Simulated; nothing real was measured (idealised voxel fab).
This is a process module. Its name is voxel ribs on slabs.
We display cut, a cross-section 270 nm in width whose square cells are each 5 nm.
We lay out every cross-section as a grid of square cells and spell it out in bands from the top down, where one band means one or more rows of cells. Look at the band entry: it leads with the top's height and the bottom's height in nm. Then it lists the materials left to right, with a width in nm for each. The word "full width" on a single material says that material fills the band edge to edge. The word "blank" is empty space. For the purposes of this specification, 0 denotes the height below which the wafer in its as-received condition is composed wholly of one material, and the lowermost band, lacking a lower limit, extends downward without end, as expressed in "0 and below". When a width is written as two numbers, as in "30 to 40", the first number is the width in the top row of cells of the band and the second is the width in its bottom row, and the width changes by the same amount from each row to the next. The designation "nothing was modified", where it is given for a processing step, indicates that no cell of the cross-section was altered in the course of that step. The list in "Non-vented voids" covers empty spaces of 8 cells or more that cannot reach the top through any open way, and it gives each as width x height at distance; the distance is from the left edge, and width, height and distance are in nm. That trailing text on a step's line, after the settings, is the simulator's own remark on the step. A step line may carry the setting "overlay nm", which, for steps involving a mask, states the distance by which the mask lay to the right of its intended position; negative values denote displacement to the left.
Steps planned for the process
1. RECEIVE with material Si
2. DIRECTIONAL_DEP with material SiO2, thk nm 20
3. DIRECTIONAL_DEP with material polySi, thk nm 15
4. MASKED_ETCH with tone cover, mask id RIB, width nm 20, etch materials polySi, depth nm 5, overlay nm 0
5. DIRECTIONAL_DEP with material aC, thk nm 10
6. PATTERN with tone cover, mask id SLAB, material resist, width nm 50, thk nm 25, overlay nm 0
7. DIRECTIONAL_ETCH with etch materials aC, depth nm 10
8. STRIP with etch materials resist
9. DIRECTIONAL_ETCH with etch materials polySi, depth nm 10
10. STRIP with etch materials aC
11. FILL_DEP with material SiO2, thk nm 25
12. CMP with height nm 50
13. DIRECTIONAL_DEP with material W, thk nm 5
14. DIRECTIONAL_DEP with material aC, thk nm 10
15. PATTERN with tone cover, mask id HEATER, material resist, width nm 30, thk nm 30, overlay nm 0
16. DIRECTIONAL_ETCH with etch materials aC, depth nm 10
17. STRIP with etch materials resist
18. DIRECTIONAL_ETCH with etch materials W, depth nm 5
19. STRIP with etch materials aC
20. CONFORMAL_DEP with material SiN, thk nm 10
Incoming wafer, cross-sectional view, post step 1
	0 and below | Si full width
	Non-vented voids: none
Looking at the first of two wafers in cross-section at end of module - ran to plan
	65 down to 60 | blank 110 nm; SiN 50 nm; blank 110 nm
	60 down to 55 | SiN full width
	55 down to 50 | SiN 120 nm; W 30 nm; SiN 120 nm
	50 down to 35 | SiO2 full width
	35 down to 30 | SiO2 125 nm; polySi 20 nm; SiO2 125 nm
	30 down to 20 | SiO2 110 nm; polySi 50 nm; SiO2 110 nm
	20 down to 0 | SiO2 full width
	0 and below | Si full width
	Non-vented voids: none
End of module, second wafer, cross-section. Started like the first, planned like the first, run with one mistake
	65 down to 60 | blank 110 nm; SiN 50 nm; blank 110 nm
	60 down to 55 | SiN full width
	55 down to 50 | SiN 120 nm; W 30 nm; SiN 120 nm
	50 down to 45 | SiO2 125 nm; polySi 20 nm; SiO2 125 nm
	45 down to 35 | SiO2 110 nm; polySi 50 nm; SiO2 110 nm
	35 down to 20 | polySi full width
	20 down to 0 | SiO2 full width
	0 and below | Si full width
	Non-vented voids: none
Want to know what went wrong? plan step 3 was conducted twice
Final wafer comparison in cells, second versus first, more or fewer per material: 162 fewer of SiO2 | 162 more of polySi
